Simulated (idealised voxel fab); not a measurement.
process module | voxel wiring stack
cross-section cut | 185 nm wide | cells 5 nm
A cross-section is a grid of square cells, given in bands from the top down. A band is one or more rows of cells.
Each band's line starts with the height of the band's top and of its bottom, in nm. Then come its materials from left to right, each with its width in nm. One material with "throughout" fills the band from edge to edge. "air" is empty space.
Height 0 is the level under which the wafer as received is all one material. The lowest band goes on downwards, as in "0 down".
A width such as "30 to 40" changes by the same amount from each row of cells to the next, from the band's top row to its bottom row.
"no change" after a step means that no cell of the cross-section changed.
closed voids: empty space of 8 cells or more with no open way to the top, each as width x height at its distance from the left edge, in nm
after a step's settings: what the simulator itself notes on the step
overlay nm, on a step with a mask: how far to the right of its planned place the mask lay; to the left if negative
plan
1 op RECEIVE | material Si
2 op CONFORMAL_DEP | material SiO2 | thk nm 10
3 op DIRECTIONAL_DEP | material TiN | thk nm 5
4 op DIRECTIONAL_DEP | material Ru | thk nm 25
5 op MASKED_ETCH | tone cover | mask id METAL_1 | width nm 20 | pitch nm 45 | etch materials Ru | depth nm 25 | overlay nm 0
6 op MASKED_ETCH | tone cover | mask id METAL_1 | width nm 15 | pitch nm 45 | etch materials TiN | depth nm 5 | overlay nm 0
7 op CONFORMAL_DEP | material SiCN | thk nm 5
8 op FILL_DEP | material SiO2 | thk nm 10
9 op CMP | height nm 40
10 op CONFORMAL_DEP | material SiCN | thk nm 5
11 op DIRECTIONAL_DEP | material SiO2 | thk nm 15
12 op MASKED_ETCH | tone open | mask id PLUG_1 | width nm 15 | pitch nm 45 | etch materials SiO2 | depth nm 15 | overlay nm 0
13 op MASKED_ETCH | tone open | mask id PLUG_1 | width nm 15 | pitch nm 45 | etch materials SiCN | depth nm 5 | overlay nm 0
14 op EPI | material Ru | thk nm 10
15 op EPI | material Ru | thk nm 10
16 op DIRECTIONAL_DEP | material TiN | thk nm 5
17 op DIRECTIONAL_DEP | material Ru | thk nm 20
18 op DIRECTIONAL_DEP | material aC | thk nm 15
19 op PATTERN | tone cover | mask id METAL_2 | material resist | width nm 20 | pitch nm 45 | thk nm 30 | overlay nm 0
20 op DIRECTIONAL_ETCH | etch materials aC | depth nm 15
21 op STRIP | etch materials resist
22 op DIRECTIONAL_ETCH | etch materials Ru | depth nm 20
23 op DIRECTIONAL_ETCH | etch materials TiN | depth nm 5
24 op STRIP | etch materials aC
25 op FILL_DEP | material lowk | thk nm 5
26 op CMP | height nm 85
27 op CONFORMAL_DEP | material SiCN | thk nm 5
varied across the wafers: width nm of step 6. The plan shows the first wafer's value. All wafers start alike
first wafer as received, after step 1
  0 down: Si throughout
  closed voids: none
first wafer at the end, after step 27
  90 to 85: SiCN throughout
  85 to 65: lowk 35 | Ru 20 | lowk 25 | Ru 20 | lowk 25 | Ru 20 | lowk 40
  65 to 60: lowk 35 | TiN 20 | lowk 25 | TiN 20 | lowk 25 | TiN 20 | lowk 40
  60 to 45: SiO2 35 | Ru 15 | SiO2 30 | Ru 15 | SiO2 30 | Ru 15 | SiO2 45
  45 to 40: SiCN 35 | Ru 15 | SiCN 30 | Ru 15 | SiCN 30 | Ru 15 | SiCN 45
  40 to 15: SiO2 30 | SiCN 5 | Ru 20 | SiCN 5 | SiO2 15 | SiCN 5 | Ru 20 | SiCN 5 | SiO2 15 | SiCN 5 | Ru 20 | SiCN 5 | SiO2 35
  15 to 10: SiCN 35 | TiN 20 | SiCN 25 | TiN 20 | SiCN 25 | TiN 20 | SiCN 40
  10 to 0: SiO2 throughout
  0 down: Si throughout
  closed voids: none
last wafer at the end
  90 to 85: SiCN throughout
  85 to 65: lowk 35 | Ru 20 | lowk 25 | Ru 20 | lowk 25 | Ru 20 | lowk 40
  65 to 60: lowk 35 | TiN 20 | lowk 25 | TiN 20 | lowk 25 | TiN 20 | lowk 40
  60 to 45: SiO2 35 | Ru 15 | SiO2 30 | Ru 15 | SiO2 30 | Ru 15 | SiO2 45
  45 to 40: SiCN 35 | Ru 15 | SiCN 30 | Ru 15 | SiCN 30 | Ru 15 | SiCN 45
  40 to 20: SiO2 30 | SiCN 5 | Ru 20 | SiCN 5 | SiO2 15 | SiCN 5 | Ru 20 | SiCN 5 | SiO2 15 | SiCN 5 | Ru 20 | SiCN 5 | SiO2 35
  20 to 15: SiO2 25 | SiCN 10 | Ru 20 | SiCN 10 | SiO2 5 | SiCN 10 | Ru 20 | SiCN 10 | SiO2 5 | SiCN 10 | Ru 20 | SiCN 10 | SiO2 30
  15 to 10: SiCN 30 | TiN 30 | SiCN 15 | TiN 30 | SiCN 15 | TiN 30 | SiCN 35
  10 to 0: SiO2 throughout
  0 down: Si throughout
  closed voids: none
each wafer at the end: cells of each material gained (+) or lost (-) since it was received, then its closed voids
width nm 15 | +144 Ru | +120 SiCN | +253 SiO2 | +24 TiN | +125 lowk | closed voids: none
width nm 20 | +144 Ru | +120 SiCN | +253 SiO2 | +24 TiN | +125 lowk | closed voids: none
width nm 25 | +144 Ru | +120 SiCN | +250 SiO2 | +27 TiN | +125 lowk | closed voids: none
width nm 30 | +144 Ru | +120 SiCN | +247 SiO2 | +30 TiN | +125 lowk | closed voids: none
